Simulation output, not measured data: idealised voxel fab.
Name of the process module below: voxel lift off
Section cut is 220 nm wide and gridded with 5 nm square cells.
A cross-section is written here as square cells arranged in a grid, and it is given in bands from the top down, each band taking up one or more rows of cells. Each band's line starts with the height of the band's top and of its bottom, in nm. Then come its materials from left to right, each with its width in nm. One material with "throughout" fills the band from edge to edge. "blank" is empty space. The level at which height equals 0 is the one under which the wafer, as it arrives, is entirely one material. No lower edge exists for the bottom band, which continues downward and is notated as in "0..down". Top row gets the first number, bottom row gets the second, and each row in between changes by the same step: that is how a band width like "30 to 40" works. When a step is marked "identical to before", none of the cells in the cross-section changed during that step. Each empty space that has no open way to the top and spans at least 8 cells appears under "Closed void roster" as width x height at distance, the distance counted from the left edge, all in nm. Post-settings text on a step line: simulator's own remark regarding the step. overlay nm: where the mask lay relative to plan, measured to the right, on steps with a mask; negatives go left.
-- Process steps foreseen in the plan
- 1: RECEIVE | material Si
- 2: CONFORMAL_DEP | material SiO2 | thk nm 10
- 3: PATTERN | tone open | mask id LINES | material resist | width nm 30 | pitch nm 50 | thk nm 25 | overlay nm 0
- 4: DIRECTIONAL_DEP | material Ru | thk nm 15
- 5: STRIP | etch materials resist
- 6: CONFORMAL_DEP | material SiO2 | thk nm 5
-- Wafer as received: cross-section following step 1
- 0..down = Si throughout
- Closed void roster: none
-- Result of the module, cross-sectioned: start per above, plan per above, one error in how it was run
- 30..25 = 70 of blank / 30 of SiO2 / 20 of blank / 30 of SiO2 / 70 of blank
- 25..15 = 70 of blank / 5 of SiO2 / 20 of Ru / 5 of SiO2 / 20 of blank / 5 of SiO2 / 20 of Ru / 5 of SiO2 / 70 of blank
- 15..10 = 75 of SiO2 / 20 of Ru / 30 of SiO2 / 20 of Ru / 75 of SiO2
- 10..0 = SiO2 throughout
- 0..down = Si throughout
- Closed void roster: none
Diagnosis: step 3 off recipe, ran as PATTERN | tone open | mask id LINES | material resist | width nm 20 | pitch nm 50 | thk nm 25 | overlay nm 0
